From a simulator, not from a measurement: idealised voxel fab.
This is a process module. Its name is voxel capacitor over wiring.
Shown is cross-section cut, with a width of 245 nm and square cells of size 5 nm.
The cross-sections in this document take the form of a grid made of square cells. They are written out as bands, in order from top to bottom. Each band consists of one or more rows of cells. Read a band's entry like this: the first values are the height of its top and the height of its bottom in nm, and what follows is the sequence of materials from left to right, each with its width in nm. Note that "air" is empty space, and that a single material marked "edge to edge" reaches across the band from edge to edge. Beneath 0, the wafer as received is one material, and that level is where height counting begins. The lowest band goes on downward without a bottom; it is written like "0 nm and below". The expression "30..40" gives the width at the extremes of the band, the first number at its top row of cells and the second at its bottom row, with the width changing by equal amounts from each row to the next in between. Step marked "everything unchanged"? Then no cell in the cross-section changed in it. So "Voids, fully enclosed" is basically the list of trapped voids: any empty space of 8 cells or more that can't reach the top through an opening. They're written width x height at distance, the distance being from the left edge, and it's all nm. That trailing text on a step's line, after the settings, is the simulator's own remark on the step. What "overlay nm" on a step's line means: if the step has a mask, that mask lay this far to the right of its planned place, or, when the value is negative, to the left. Pairs follow: section before one process step, section after it down to the lowest changed band, step with settings underneath. Pairs may come from different runs of this module on the same starting wafer; continuity with the pair above only as stated in the "Before step" entry.

**Before step**
- 80 nm to 75 nm: 70 TiN  15 air  160 TiN
- 75 nm to 70 nm: 70 SiO2  15 TiN  160 SiO2
- 70 nm to 55 nm: 70 SiO2  15 Ru  160 SiO2
- 55 nm to 50 nm: 70 SiCN  15 Ru  160 SiCN
- 50 nm to 45 nm: 60 SiCN  30 Ru  60 SiCN  30 Ru  65 SiCN
- 45 nm to 20 nm: 65 lowk  5 TiN  10 Cu  5 TiN  70 lowk  5 TiN  10 Cu  5 TiN  70 lowk
- 20 nm to 15 nm: 65 SiCN  20 TiN  70 SiCN  20 TiN  70 SiCN
- 15 nm to 0 nm: SiO2 edge to edge
- 0 nm and below: Si edge to edge
- Voids, fully enclosed: none

**Cut View, Post-Step**
- 85 nm to 80 nm: 75 Ru  5 air  165 Ru
- 80 nm to 75 nm: 70 TiN  15 Ru  160 TiN
- Heights below 75 show no change.
- Voids, fully enclosed: none
Quick note on the step between the two cross-sections above: EPI: material Ru, thk nm 5

Before step: refer to the pair immediately above; the cross-section shown after its step is the state before this one.

**Cut View, Post-Step**
- 90 nm to 85 nm: 75 Al2O3  5 air  165 Al2O3
- 85 nm to 80 nm: 75 Ru  5 Al2O3  165 Ru
- Heights below 80 show no change.
- Voids, fully enclosed: none
Quick note on the step between the two cross-sections above: DIRECTIONAL_DEP: material Al2O3, thk nm 5

Before step: refer to the pair immediately above; the cross-section shown after its step is the state before this one.

**Cut View, Post-Step**
- 95 nm to 90 nm: 75 TiN  5 air  165 TiN
- 90 nm to 85 nm: 75 Al2O3  5 TiN  165 Al2O3
- Heights below 85 show no change.
- Voids, fully enclosed: none
Quick note on the step between the two cross-sections above: DIRECTIONAL_DEP: material TiN, thk nm 5

Before step: refer to the pair immediately above; the cross-section shown after its step is the state before this one.

**Cut View, Post-Step**
- 95 nm to 90 nm: 70 air  5 TiN  5 air  65 TiN  100 air
- Heights below 90 show no change.
- Voids, fully enclosed: none
Quick note on the step between the two cross-sections above: MASKED_ETCH: tone cover, mask id UPPER_PLATE, width nm 75, etch materials TiN, depth nm 5, overlay nm 0

Before step: refer to the pair immediately above; the cross-section shown after its step is the state before this one.

**Cut View, Post-Step**
- 95 nm to 90 nm: 70 air  5 TiN  5 air  65 TiN  100 air
- 90 nm to 85 nm: 70 air  5 Al2O3  5 TiN  65 Al2O3  100 air
- Heights below 85 show no change.
- Voids, fully enclosed: none
Quick note on the step between the two cross-sections above: MASKED_ETCH: tone cover, mask id UPPER_PLATE, width nm 75, etch materials Al2O3, depth nm 5, overlay nm 0

Before step: refer to the pair immediately above; the cross-section shown after its step is the state before this one.

**Cut View, Post-Step**
- 110 nm to 105 nm: 70 air  5 aC  5 air  65 aC  100 air
- 105 nm to 100 nm: 70 air  75 aC  100 air
- 100 nm to 95 nm: aC edge to edge
- 95 nm to 90 nm: 70 aC  5 TiN  5 aC  65 TiN  100 aC
- 90 nm to 85 nm: 70 aC  5 Al2O3  5 TiN  65 Al2O3  100 aC
- Heights below 85 show no change.
- Voids, fully enclosed: none
Quick note on the step between the two cross-sections above: DIRECTIONAL_DEP: material aC, thk nm 15

Before step: refer to the pair immediately above; the cross-section shown after its step is the state before this one.

**Cut View, Post-Step**
- 140 nm to 110 nm: 65 air  85 resist  95 air
- 110 nm to 105 nm: 65 air  5 resist  5 aC  5 resist  65 aC  5 resist  95 air
- 105 nm to 100 nm: 65 air  5 resist  75 aC  5 resist  95 air
- Heights below 100 show no change.
- Voids, fully enclosed: none
Quick note on the step between the two cross-sections above: PATTERN: tone cover, mask id LOWER_PLATE, material resist, width nm 85, thk nm 30, overlay nm 0

Before step: refer to the pair immediately above; the cross-section shown after its step is the state before this one.

**Cut View, Post-Step**
- 125 nm to 110 nm: 65 air  85 resist  95 air
- 110 nm to 105 nm: 65 air  5 resist  5 aC  5 resist  65 aC  5 resist  95 air
- 105 nm to 100 nm: 65 air  5 resist  75 aC  5 resist  95 air
- 100 nm to 95 nm: 65 air  85 aC  95 air
- 95 nm to 90 nm: 65 air  5 aC  5 TiN  5 aC  65 TiN  5 aC  95 air
- 90 nm to 85 nm: 65 air  5 aC  5 Al2O3  5 TiN  65 Al2O3  5 aC  95 air
- Heights below 85 show no change.
- Voids, fully enclosed: none
Quick note on the step between the two cross-sections above: DIRECTIONAL_ETCH: etch materials aC, depth nm 15

Before step: refer to the pair immediately above; the cross-section shown after its step is the state before this one.

**Cut View, Post-Step**
- 110 nm to 105 nm: 70 air  5 aC  5 air  65 aC  100 air
- 105 nm to 95 nm: 70..65 air  75..85 aC  100..95 air
- Heights below 95 show no change.
- Voids, fully enclosed: none
Quick note on the step between the two cross-sections above: STRIP: etch materials resist

Before step: refer to the pair immediately above; the cross-section shown after its step is the state before this one.

**Cut View, Post-Step**
- 95 nm to 90 nm: 70 air  5 TiN  5 air  65 TiN  100 air
- 90 nm to 85 nm: 70 air  5 Al2O3  5 TiN  65 Al2O3  100 air
- Heights below 85 show no change.
- Voids, fully enclosed: none
Quick note on the step between the two cross-sections above: STRIP: etch materials aC

Before step: refer to the pair immediately above; the cross-section shown after its step is the state before this one.

**Cut View, Post-Step**
- 115 nm to 95 nm: SiO2 edge to edge
- 95 nm to 90 nm: 70 SiO2  5 TiN  5 SiO2  65 TiN  100 SiO2
- 90 nm to 85 nm: 70 SiO2  5 Al2O3  5 TiN  65 Al2O3  100 SiO2
- Heights below 85 show no change.
- Voids, fully enclosed: none
Quick note on the step between the two cross-sections above: FILL_DEP: material SiO2, thk nm 20

Before step: refer to the pair immediately above; the cross-section shown after its step is the state before this one.

**Cut View, Post-Step**
- 105 nm to 95 nm: SiO2 edge to edge
- Heights below 95 show no change.
- Voids, fully enclosed: none
Quick note on the step between the two cross-sections above: CMP: height nm 105

Before step: refer to the pair immediately above; the cross-section shown after its step is the state before this one.

**Cut View, Post-Step**
- 120 nm to 105 nm: aC edge to edge
- Heights below 105 show no change.
- Voids, fully enclosed: none
Quick note on the step between the two cross-sections above: DIRECTIONAL_DEP: material aC, thk nm 15

Before step: refer to the pair immediately above; the cross-section shown after its step is the state before this one.

**Cut View, Post-Step**
- 155 nm to 120 nm: 80 resist  15 air  150 resist
- Heights below 120 show no change.
- Voids, fully enclosed: none
Quick note on the step between the two cross-sections above: PATTERN: tone open, mask id PLUG_2, material resist, width nm 15, thk nm 35, overlay nm 0

Before step: refer to the pair immediately above; the cross-section shown after its step is the state before this one.

**Cut View, Post-Step**
- 140 nm to 120 nm: 80 resist  15 air  150 resist
- 120 nm to 105 nm: 80 aC  15 air  150 aC
- Heights below 105 show no change.
- Voids, fully enclosed: none
Quick note on the step between the two cross-sections above: DIRECTIONAL_ETCH: etch materials aC, depth nm 15

Before step: refer to the pair immediately above; the cross-section shown after its step is the state before this one.

**Cut View, Post-Step**
- 120 nm to 105 nm: 80 aC  15 air  150 aC
- Heights below 105 show no change.
- Voids, fully enclosed: none
Quick note on the step between the two cross-sections above: STRIP: etch materials resist

Before step: refer to the pair immediately above; the cross-section shown after its step is the state before this one.

**Cut View, Post-Step**
- 120 nm to 105 nm: 80 aC  15 air  150 aC
- 105 nm to 95 nm: 80 SiO2  15 air  150 SiO2
- Heights below 95 show no change.
- Voids, fully enclosed: none
Quick note on the step between the two cross-sections above: DIRECTIONAL_ETCH: etch materials SiO2, depth nm 15

Before step: refer to the pair immediately above; the cross-section shown after its step is the state before this one.

**Cut View, Post-Step**
- 105 nm to 95 nm: 80 SiO2  15 air  150 SiO2
- Heights below 95 show no change.
- Voids, fully enclosed: none
Quick note on the step between the two cross-sections above: STRIP: etch materials aC

Before step: refer to the pair immediately above; the cross-section shown after its step is the state before this one.

**Cut View, Post-Step**
- 110 nm to 105 nm: 85 TiN  5 air  155 TiN
- 105 nm to 100 nm: 80 SiO2  5 TiN  5 air  5 TiN  150 SiO2
- 100 nm to 95 nm: 80 SiO2  15 TiN  150 SiO2
- Heights below 95 show no change.
- Voids, fully enclosed: none
Quick note on the step between the two cross-sections above: CONFORMAL_DEP: material TiN, thk nm 5

Before step: refer to the pair immediately above; the cross-section shown after its step is the state before this one.

**Cut View, Post-Step**
- 120 nm to 110 nm: Cu edge to edge
- 110 nm to 105 nm: 85 TiN  5 Cu  155 TiN
- 105 nm to 100 nm: 80 SiO2  5 TiN  5 Cu  5 TiN  150 SiO2
- Heights below 100 show no change.
- Voids, fully enclosed: none
Quick note on the step between the two cross-sections above: FILL_DEP: material Cu, thk nm 10

Before step: refer to the pair immediately above; the cross-section shown after its step is the state before this one.

**Cut View, Post-Step**
- 105 nm to 100 nm: 80 SiO2  5 TiN  5 Cu  5 TiN  150 SiO2
- Heights below 100 show no change.
- Voids, fully enclosed: none
Quick note on the step between the two cross-sections above: CMP: height nm 105

Before step: refer to the pair immediately above; the cross-section shown after its step is the state before this one.

**Cut View, Post-Step**
- 110 nm to 105 nm: SiN edge to edge
- Heights below 105 show no change.
- Voids, fully enclosed: none
Quick note on the step between the two cross-sections above: CONFORMAL_DEP: material SiN, thk nm 5

**Before step**
- 110 nm to 90 nm: SiO2 edge to edge
- 90 nm to 85 nm: 70 SiO2  75 TiN  100 SiO2
- 85 nm to 80 nm: 70 SiO2  75 Al2O3  100 SiO2
- 80 nm to 75 nm: 65 SiO2  85 TiN  95 SiO2
- 75 nm to 55 nm: 70 SiO2  15 Ru  160 SiO2
- 55 nm to 50 nm: 70 SiCN  15 Ru  160 SiCN
- 50 nm to 45 nm: 60 SiCN  30 Ru  60 SiCN  30 Ru  65 SiCN
- 45 nm to 20 nm: 65 lowk  5 TiN  10 Cu  5 TiN  70 lowk  5 TiN  10 Cu  5 TiN  70 lowk
- 20 nm to 15 nm: 65 SiCN  20 TiN  70 SiCN  20 TiN  70 SiCN
- 15 nm to 0 nm: SiO2 edge to edge
- 0 nm and below: Si edge to edge
- Voids, fully enclosed: none

**Cut View, Post-Step**
- 100 nm to 90 nm: SiO2 edge to edge
- Heights below 90 show no change.
- Voids, fully enclosed: none
Quick note on the step between the two cross-sections above: CMP: height nm 100

Before step: refer to the pair immediately above; the cross-section shown after its step is the state before this one.

**Cut View, Post-Step**
- 115 nm to 100 nm: aC edge to edge
- Heights below 100 show no change.
- Voids, fully enclosed: none
Quick note on the step between the two cross-sections above: DIRECTIONAL_DEP: material aC, thk nm 15

Before step: refer to the pair immediately above; the cross-section shown after its step is the state before this one.

**Cut View, Post-Step**
- 150 nm to 115 nm: 80 resist  15 air  150 resist
- Heights below 115 show no change.
- Voids, fully enclosed: none
Quick note on the step between the two cross-sections above: PATTERN: tone open, mask id PLUG_2, material resist, width nm 15, thk nm 35, overlay nm 0

Before step: refer to the pair immediately above; the cross-section shown after its step is the state before this one.

**Cut View, Post-Step**
- 135 nm to 115 nm: 80 resist  15 air  150 resist
- 115 nm to 100 nm: 80 aC  15 air  150 aC
- Heights below 100 show no change.
- Voids, fully enclosed: none
Quick note on the step between the two cross-sections above: DIRECTIONAL_ETCH: etch materials aC, depth nm 15

Before step: refer to the pair immediately above; the cross-section shown after its step is the state before this one.

**Cut View, Post-Step**
- 115 nm to 100 nm: 80 aC  15 air  150 aC
- Heights below 100 show no change.
- Voids, fully enclosed: none
Quick note on the step between the two cross-sections above: STRIP: etch materials resist

Before step: refer to the pair immediately above; the cross-section shown after its step is the state before this one.

**Cut View, Post-Step**
- 115 nm to 100 nm: 80 aC  15 air  150 aC
- 100 nm to 90 nm: 80 SiO2  15 air  150 SiO2
- Heights below 90 show no change.
- Voids, fully enclosed: none
Quick note on the step between the two cross-sections above: DIRECTIONAL_ETCH: etch materials SiO2, depth nm 15

Before step: refer to the pair immediately above; the cross-section shown after its step is the state before this one.

**Cut View, Post-Step**
- 100 nm to 90 nm: 80 SiO2  15 air  150 SiO2
- Heights below 90 show no change.
- Voids, fully enclosed: none
Quick note on the step between the two cross-sections above: STRIP: etch materials aC

Before step: refer to the pair immediately above; the cross-section shown after its step is the state before this one.

**Cut View, Post-Step**
- 105 nm to 100 nm: 85 TiN  5 air  155 TiN
- 100 nm to 95 nm: 80 SiO2  5 TiN  5 air  5 TiN  150 SiO2
- 95 nm to 85 nm: 80..70 SiO2  15..75 TiN  150..100 SiO2
- Heights below 85 show no change.
- Voids, fully enclosed: none
Quick note on the step between the two cross-sections above: CONFORMAL_DEP: material TiN, thk nm 5

Before step: refer to the pair immediately above; the cross-section shown after its step is the state before this one.

**Cut View, Post-Step**
- 115 nm to 105 nm: Cu edge to edge
- 105 nm to 100 nm: 85 TiN  5 Cu  155 TiN
- 100 nm to 95 nm: 80 SiO2  5 TiN  5 Cu  5 TiN  150 SiO2
- Heights below 95 show no change.
- Voids, fully enclosed: none
Quick note on the step between the two cross-sections above: FILL_DEP: material Cu, thk nm 10

Before step: refer to the pair immediately above; the cross-section shown after its step is the state before this one.

**Cut View, Post-Step**
- 105 nm to 100 nm: 85 TiN  5 Cu  155 TiN
- Heights below 100 show no change.
- Voids, fully enclosed: none
Quick note on the step between the two cross-sections above: CMP: height nm 105

Before step: refer to the pair immediately above; the cross-section shown after its step is the state before this one.

**Cut View, Post-Step**
- 110 nm to 105 nm: SiN edge to edge
- Heights below 105 show no change.
- Voids, fully enclosed: none
Quick note on the step between the two cross-sections above: CONFORMAL_DEP: material SiN, thk nm 5

**Before step**
- 120 nm to 105 nm: aC edge to edge
- 105 nm to 90 nm: SiO2 edge to edge
- 90 nm to 85 nm: 70 SiO2  75 TiN  100 SiO2
- 85 nm to 80 nm: 70 SiO2  75 Al2O3  100 SiO2
- 80 nm to 75 nm: 65 SiO2  85 TiN  95 SiO2
- 75 nm to 55 nm: 70 SiO2  15 Ru  160 SiO2
- 55 nm to 50 nm: 70 SiCN  15 Ru  160 SiCN
- 50 nm to 45 nm: 60 SiCN  30 Ru  60 SiCN  30 Ru  65 SiCN
- 45 nm to 20 nm: 65 lowk  5 TiN  10 Cu  5 TiN  70 lowk  5 TiN  10 Cu  5 TiN  70 lowk
- 20 nm to 15 nm: 65 SiCN  20 TiN  70 SiCN  20 TiN  70 SiCN
- 15 nm to 0 nm: SiO2 edge to edge
- 0 nm and below: Si edge to edge
- Voids, fully enclosed: none

**Cut View, Post-Step**
- 155 nm to 120 nm: 80 resist  20 air  145 resist
- Heights below 120 show no change.
- Voids, fully enclosed: none
Quick note on the step between the two cross-sections above: PATTERN: tone open, mask id PLUG_2, material resist, width nm 20, thk nm 35, overlay nm 0

Before step: refer to the pair immediately above; the cross-section shown after its step is the state before this one.

**Cut View, Post-Step**
- 140 nm to 120 nm: 80 resist  20 air  145 resist
- 120 nm to 105 nm: 80 aC  20 air  145 aC
- Heights below 105 show no change.
- Voids, fully enclosed: none
Quick note on the step between the two cross-sections above: DIRECTIONAL_ETCH: etch materials aC, depth nm 15

Before step: refer to the pair immediately above; the cross-section shown after its step is the state before this one.

**Cut View, Post-Step**
- 120 nm to 105 nm: 80 aC  20 air  145 aC
- Heights below 105 show no change.
- Voids, fully enclosed: none
Quick note on the step between the two cross-sections above: STRIP: etch materials resist

Before step: refer to the pair immediately above; the cross-section shown after its step is the state before this one.

**Cut View, Post-Step**
- 120 nm to 105 nm: 80 aC  20 air  145 aC
- 105 nm to 90 nm: 80 SiO2  20 air  145 SiO2
- Heights below 90 show no change.
- Voids, fully enclosed: none
Quick note on the step between the two cross-sections above: DIRECTIONAL_ETCH: etch materials SiO2, depth nm 15

Before step: refer to the pair immediately above; the cross-section shown after its step is the state before this one.

**Cut View, Post-Step**
- 105 nm to 90 nm: 80 SiO2  20 air  145 SiO2
- Heights below 90 show no change.
- Voids, fully enclosed: none
Quick note on the step between the two cross-sections above: STRIP: etch materials aC

Before step: refer to the pair immediately above; the cross-section shown after its step is the state before this one.

**Cut View, Post-Step**
- 110 nm to 105 nm: 85 TiN  10 air  150 TiN
- 105 nm to 95 nm: 80 SiO2  5 TiN  10 air  5 TiN  145 SiO2
- 95 nm to 85 nm: 80..70 SiO2  20..75 TiN  145..100 SiO2
- Heights below 85 show no change.
- Voids, fully enclosed: none
Quick note on the step between the two cross-sections above: CONFORMAL_DEP: material TiN, thk nm 5

Before step: refer to the pair immediately above; the cross-section shown after its step is the state before this one.

**Cut View, Post-Step**
- 120 nm to 110 nm: Cu edge to edge
- 110 nm to 105 nm: 85 TiN  10 Cu  150 TiN
- 105 nm to 95 nm: 80 SiO2  5 TiN  10 Cu  5 TiN  145 SiO2
- Heights below 95 show no change.
- Voids, fully enclosed: none
Quick note on the step between the two cross-sections above: FILL_DEP: material Cu, thk nm 10

Before step: refer to the pair immediately above; the cross-section shown after its step is the state before this one.

**Cut View, Post-Step**
- 105 nm to 95 nm: 80 SiO2  5 TiN  10 Cu  5 TiN  145 SiO2
- Heights below 95 show no change.
- Voids, fully enclosed: none
Quick note on the step between the two cross-sections above: CMP: height nm 105

Before step: refer to the pair immediately above; the cross-section shown after its step is the state before this one.

**Cut View, Post-Step**
- 110 nm to 105 nm: SiN edge to edge
- Heights below 105 show no change.
- Voids, fully enclosed: none
Quick note on the step between the two cross-sections above: CONFORMAL_DEP: material SiN, thk nm 5

**Before step**
- 60 nm to 45 nm: aC edge to edge
- 45 nm to 20 nm: lowk edge to edge
- 20 nm to 15 nm: SiCN edge to edge
- 15 nm to 0 nm: SiO2 edge to edge
- 0 nm and below: Si edge to edge
- Voids, fully enclosed: none

**Cut View, Post-Step**
- 95 nm to 60 nm: 60 resist  20 air  70 resist  20 air  75 resist
- Heights below 60 show no change.
- Voids, fully enclosed: none
Quick note on the step between the two cross-sections above: PATTERN: tone open, mask id METAL_1, material resist, width nm 20, pitch nm 90, thk nm 35, overlay nm -5

Before step: refer to the pair immediately above; the cross-section shown after its step is the state before this one.

**Cut View, Post-Step**
- 80 nm to 60 nm: 60 resist  20 air  70 resist  20 air  75 resist
- 60 nm to 45 nm: 60 aC  20 air  70 aC  20 air  75 aC
- Heights below 45 show no change.
- Voids, fully enclosed: none
Quick note on the step between the two cross-sections above: DIRECTIONAL_ETCH: etch materials aC, depth nm 15

Before step: refer to the pair immediately above; the cross-section shown after its step is the state before this one.

**Cut View, Post-Step**
- 60 nm to 45 nm: 60 aC  20 air  70 aC  20 air  75 aC
- Heights below 45 show no change.
- Voids, fully enclosed: none
Quick note on the step between the two cross-sections above: STRIP: etch materials resist

Before step: refer to the pair immediately above; the cross-section shown after its step is the state before this one.

**Cut View, Post-Step**
- 60 nm to 45 nm: 60 aC  20 air  70 aC  20 air  75 aC
- 45 nm to 20 nm: 60 lowk  20 air  70 lowk  20 air  75 lowk
- Heights below 20 show no change.
- Voids, fully enclosed: none
Quick note on the step between the two cross-sections above: DIRECTIONAL_ETCH: etch materials lowk, depth nm 25

Before step: refer to the pair immediately above; the cross-section shown after its step is the state before this one.

**Cut View, Post-Step**
- 60 nm to 45 nm: 60 aC  20 air  70 aC  20 air  75 aC
- 45 nm to 20 nm: 60 lowk  20 air  70 lowk  20 air  75 lowk
- 20 nm to 15 nm: 60 SiCN  20 air  70 SiCN  20 air  75 SiCN
- Heights below 15 show no change.
- Voids, fully enclosed: none
Quick note on the step between the two cross-sections above: DIRECTIONAL_ETCH: etch materials SiCN, depth nm 5

Before step: refer to the pair immediately above; the cross-section shown after its step is the state before this one.

**Cut View, Post-Step**
- 45 nm to 20 nm: 60 lowk  20 air  70 lowk  20 air  75 lowk
- Heights below 20 show no change.
- Voids, fully enclosed: none
Quick note on the step between the two cross-sections above: STRIP: etch materials aC

Before step: refer to the pair immediately above; the cross-section shown after its step is the state before this one.

**Cut View, Post-Step**
- 50 nm to 45 nm: 65 TiN  10 air  80 TiN  10 air  80 TiN
- 45 nm to 20 nm: 60 lowk  5 TiN  10 air  5 TiN  70 lowk  5 TiN  10 air  5 TiN  75 lowk
- 20 nm to 15 nm: 60 SiCN  20 TiN  70 SiCN  20 TiN  75 SiCN
- Heights below 15 show no change.
- Voids, fully enclosed: none
Quick note on the step between the two cross-sections above: CONFORMAL_DEP: material TiN, thk nm 5

Before step: refer to the pair immediately above; the cross-section shown after its step is the state before this one.

**Cut View, Post-Step**
- 55 nm to 50 nm: Cu edge to edge
- 50 nm to 45 nm: 65 TiN  10 Cu  80 TiN  10 Cu  80 TiN
- 45 nm to 20 nm: 60 lowk  5 TiN  10 Cu  5 TiN  70 lowk  5 TiN  10 Cu  5 TiN  75 lowk
- Heights below 20 show no change.
- Voids, fully enclosed: none
Quick note on the step between the two cross-sections above: FILL_DEP: material Cu, thk nm 5

Before step: refer to the pair immediately above; the cross-section shown after its step is the state before this one.

**Cut View, Post-Step**
- 45 nm to 20 nm: 60 lowk  5 TiN  10 Cu  5 TiN  70 lowk  5 TiN  10 Cu  5 TiN  75 lowk
- Heights below 20 show no change.
- Voids, fully enclosed: none
Quick note on the step between the two cross-sections above: CMP: height nm 45

Before step: refer to the pair immediately above; the cross-section shown after its step is the state before this one.

**Cut View, Post-Step**
- 50 nm to 45 nm: 55 air  30 Ru  60 air  30 Ru  70 air
- Heights below 45 show no change.
- Voids, fully enclosed: none
Quick note on the step between the two cross-sections above: EPI: material Ru, thk nm 5

Before step: refer to the pair immediately above; the cross-section shown after its step is the state before this one.

**Cut View, Post-Step**
- 55 nm to 50 nm: SiCN edge to edge
- 50 nm to 45 nm: 55 SiCN  30 Ru  60 SiCN  30 Ru  70 SiCN
- Heights below 45 show no change.
- Voids, fully enclosed: none
Quick note on the step between the two cross-sections above: FILL_DEP: material SiCN, thk nm 5

Before step: refer to the pair immediately above; the cross-section shown after its step is the state before this one.

**Cut View, Post-Step**
- 75 nm to 55 nm: SiO2 edge to edge
- Heights below 55 show no change.
- Voids, fully enclosed: none
Quick note on the step between the two cross-sections above: DIRECTIONAL_DEP: material SiO2, thk nm 20

Before step: refer to the pair immediately above; the cross-section shown after its step is the state before this one.

**Cut View, Post-Step**
- 95 nm to 75 nm: 70 resist  15 air  160 resist
- Heights below 75 show no change.
- Voids, fully enclosed: none
Quick note on the step between the two cross-sections above: PATTERN: tone open, mask id PLUG_1, material resist, width nm 15, thk nm 20, overlay nm 0

Before step: refer to the pair immediately above; the cross-section shown after its step is the state before this one.

**Cut View, Post-Step**
- 95 nm to 75 nm: 70 resist  15 air  160 resist
- 75 nm to 55 nm: 70 SiO2  15 air  160 SiO2
- Heights below 55 show no change.
- Voids, fully enclosed: none
Quick note on the step between the two cross-sections above: DIRECTIONAL_ETCH: etch materials SiO2, depth nm 20

Before step: refer to the pair immediately above; the cross-section shown after its step is the state before this one.

**Cut View, Post-Step**
- 95 nm to 75 nm: 70 resist  15 air  160 resist
- 75 nm to 55 nm: 70 SiO2  15 air  160 SiO2
- 55 nm to 50 nm: 70 SiCN  15 air  160 SiCN
- Heights below 50 show no change.
- Voids, fully enclosed: none
Quick note on the step between the two cross-sections above: DIRECTIONAL_ETCH: etch materials SiCN, depth nm 5

Before step: refer to the pair immediately above; the cross-section shown after its step is the state before this one.

**Cut View, Post-Step**
- 75 nm to 55 nm: 70 SiO2  15 air  160 SiO2
- Heights below 55 show no change.
- Voids, fully enclosed: none
Quick note on the step between the two cross-sections above: STRIP: etch materials resist

Before step: refer to the pair immediately above; the cross-section shown after its step is the state before this one.

**Cut View, Post-Step**
- 75 nm to 60 nm: 70 SiO2  15 air  160 SiO2
- 60 nm to 55 nm: 70 SiO2  15 Ru  160 SiO2
- 55 nm to 50 nm: 70 SiCN  15 Ru  160 SiCN
- Heights below 50 show no change.
- Voids, fully enclosed: none
Quick note on the step between the two cross-sections above: EPI: material Ru, thk nm 10

Before step: refer to the pair immediately above; the cross-section shown after its step is the state before this one.

**Cut View, Post-Step**
- 75 nm to 70 nm: 70 SiO2  15 air  160 SiO2
- 70 nm to 55 nm: 70 SiO2  15 Ru  160 SiO2
- Heights below 55 show no change.
- Voids, fully enclosed: none
Quick note on the step between the two cross-sections above: EPI: material Ru, thk nm 10

Before step: refer to the pair immediately above; the cross-section shown after its step is the state before this one.

**Cut View, Post-Step**
- 75 nm to 55 nm: 70 SiO2  15 Ru  160 SiO2
- Heights below 55 show no change.
- Voids, fully enclosed: none
Quick note on the step between the two cross-sections above: EPI: material Ru, thk nm 5

Before step: refer to the pair immediately above; the cross-section shown after its step is the state before this one.

**Cut View, Post-Step**
- 80 nm to 75 nm: TiN edge to edge
- Heights below 75 show no change.
- Voids, fully enclosed: none
Quick note on the step between the two cross-sections above: DIRECTIONAL_DEP: material TiN, thk nm 5

Before step: refer to the pair immediately above; the cross-section shown after its step is the state before this one.

**Cut View, Post-Step**
- 85 nm to 80 nm: Al2O3 edge to edge
- Heights below 80 show no change.
- Voids, fully enclosed: none
Quick note on the step between the two cross-sections above: DIRECTIONAL_DEP: material Al2O3, thk nm 5

Before step: refer to the pair immediately above; the cross-section shown after its step is the state before this one.

**Cut View, Post-Step**
- 90 nm to 85 nm: TiN edge to edge
- Heights below 85 show no change.
- Voids, fully enclosed: none
Quick note on the step between the two cross-sections above: DIRECTIONAL_DEP: material TiN, thk nm 5

Before step: refer to the pair immediately above; the cross-section shown after its step is the state before this one.

**Cut View, Post-Step**
- 90 nm to 85 nm: 70 air  75 TiN  100 air
- Heights below 85 show no change.
- Voids, fully enclosed: none
Quick note on the step between the two cross-sections above: MASKED_ETCH: tone cover, mask id UPPER_PLATE, width nm 75, etch materials TiN, depth nm 5, overlay nm 0

Before step: refer to the pair immediately above; the cross-section shown after its step is the state before this one.

**Cut View, Post-Step**
- 90 nm to 85 nm: 70 air  75 TiN  100 air
- 85 nm to 80 nm: 70 air  75 Al2O3  100 air
- Heights below 80 show no change.
- Voids, fully enclosed: none
Quick note on the step between the two cross-sections above: MASKED_ETCH: tone cover, mask id UPPER_PLATE, width nm 75, etch materials Al2O3, depth nm 5, overlay nm 0

Before step: refer to the pair immediately above; the cross-section shown after its step is the state before this one.

**Cut View, Post-Step**
- 105 nm to 95 nm: 70 air  75 aC  100 air
- 95 nm to 90 nm: aC edge to edge
- 90 nm to 85 nm: 70 aC  75 TiN  100 aC
- 85 nm to 80 nm: 70 aC  75 Al2O3  100 aC
- Heights below 80 show no change.
- Voids, fully enclosed: none
Quick note on the step between the two cross-sections above: DIRECTIONAL_DEP: material aC, thk nm 15

Before step: refer to the pair immediately above; the cross-section shown after its step is the state before this one.

**Cut View, Post-Step**
- 135 nm to 105 nm: 65 air  85 resist  95 air
- 105 nm to 95 nm: 65 air  5 resist  75 aC  5 resist  95 air
- Heights below 95 show no change.
- Voids, fully enclosed: none
Quick note on the step between the two cross-sections above: PATTERN: tone cover, mask id LOWER_PLATE, material resist, width nm 85, thk nm 30, overlay nm 0

Before step: refer to the pair immediately above; the cross-section shown after its step is the state before this one.

**Cut View, Post-Step**
- 120 nm to 105 nm: 65 air  85 resist  95 air
- 105 nm to 95 nm: 65 air  5 resist  75 aC  5 resist  95 air
- 95 nm to 90 nm: 65 air  85 aC  95 air
- 90 nm to 85 nm: 65 air  5 aC  75 TiN  5 aC  95 air
- 85 nm to 80 nm: 65 air  5 aC  75 Al2O3  5 aC  95 air
- Heights below 80 show no change.
- Voids, fully enclosed: none
Quick note on the step between the two cross-sections above: DIRECTIONAL_ETCH: etch materials aC, depth nm 15

Before step: refer to the pair immediately above; the cross-section shown after its step is the state before this one.

**Cut View, Post-Step**
- 105 nm to 95 nm: 70 air  75 aC  100 air
- Heights below 95 show no change.
- Voids, fully enclosed: none
Quick note on the step between the two cross-sections above: STRIP: etch materials resist

Before step: refer to the pair immediately above; the cross-section shown after its step is the state before this one.

**Cut View, Post-Step**
- 105 nm to 95 nm: 70 air  75 aC  100 air
- 95 nm to 90 nm: 65 air  85 aC  95 air
- 90 nm to 85 nm: 65 air  5 aC  75 TiN  5 aC  95 air
- 85 nm to 80 nm: 65 air  5 aC  75 Al2O3  5 aC  95 air
- 80 nm to 75 nm: 65 air  85 TiN  95 air
- Heights below 75 show no change.
- Voids, fully enclosed: none
Quick note on the step between the two cross-sections above: DIRECTIONAL_ETCH: etch materials TiN, depth nm 5

Before step: refer to the pair immediately above; the cross-section shown after its step is the state before this one.

**Cut View, Post-Step**
- 90 nm to 85 nm: 70 air  75 TiN  100 air
- 85 nm to 80 nm: 70 air  75 Al2O3  100 air
- Heights below 80 show no change.
- Voids, fully enclosed: none
Quick note on the step between the two cross-sections above: STRIP: etch materials aC

Before step: refer to the pair immediately above; the cross-section shown after its step is the state before this one.

**Cut View, Post-Step**
- 110 nm to 90 nm: SiO2 edge to edge
- 90 nm to 85 nm: 70 SiO2  75 TiN  100 SiO2
- 85 nm to 80 nm: 70 SiO2  75 Al2O3  100 SiO2
- 80 nm to 75 nm: 65 SiO2  85 TiN  95 SiO2
- Heights below 75 show no change.
- Voids, fully enclosed: none
Quick note on the step between the two cross-sections above: FILL_DEP: material SiO2, thk nm 20

Before step: refer to the pair immediately above; the cross-section shown after its step is the state before this one.

**Cut View, Post-Step**
- 105 nm to 90 nm: SiO2 edge to edge
- Heights below 90 show no change.
- Voids, fully enclosed: none
Quick note on the step between the two cross-sections above: CMP: height nm 105
